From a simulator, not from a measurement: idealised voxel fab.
Module name: voxel trench capacitor (process module)
We display cut, a cross-section 240 nm in width whose square cells are each 5 nm.
The cross-sections in this document take the form of a grid made of square cells. They are written out as bands, in order from top to bottom. Each band consists of one or more rows of cells.
Read a band's entry like this: the first values are the height of its top and the height of its bottom in nm, and what follows is the sequence of materials from left to right, each with its width in nm. Note that "blank" is empty space, and that a single material marked "edge to edge" reaches across the band from edge to edge.
Zero point of the height axis is 0; under it, received wafer = one material. Lowest band: continues down indefinitely, "0 and below".
Think of "30 to 40" as a width that walks from the first number to the second as you go down the band, top row to bottom row, taking equal-sized steps from row to row.
"same as before", as given for a step, is the statement that not any cell of the cross-section underwent a change during that step.
So "Unvented cavities" is basically the list of trapped voids: any empty space of 8 cells or more that can't reach the top through an opening. They're written width x height at distance, the distance being from the left edge, and it's all nm.
Note: text after step settings on the step line = simulator remark on that step.
Regarding "overlay nm": on a step with a mask, it is the distance the mask lay to the right of its planned place; a negative value places it to the left.

Process steps (planned):
1 RECEIVE [material Si]
2 CONFORMAL_DEP [material SiN] [thk nm 10]
3 MASKED_ETCH [tone open] [mask id TRENCH] [width nm 25] [pitch nm 40] [etch materials SiN] [depth nm 10] [overlay nm 0]
4 MASKED_ETCH [tone open] [mask id TRENCH] [width nm 15] [pitch nm 40] [etch materials Si] [depth nm 40] [overlay nm 0]
5 CONFORMAL_DEP [material Al2O3] [thk nm 5]
6 FILL_DEP [material polySi] [thk nm 10]
7 CMP [height nm 10]
Split variable: width nm, step 4. Plan value = first wafer. Wafers start alike.

Received wafers, first of several: cross-section after step 1:
0 and below: Si edge to edge
Unvented cavities: none

Rows = wafers. At module end, each row lists per material the cells gained (+) or lost (-) since the wafer was received, then the closed voids:
width nm 15, +92 Al2O3, -96 Si, +56 SiN, +44 polySi, Unvented cavities: none
width nm 20, +92 Al2O3, -128 Si, +56 SiN, +76 polySi, Unvented cavities: none
width nm 25, +92 Al2O3, -160 Si, +56 SiN, +108 polySi, Unvented cavities: none
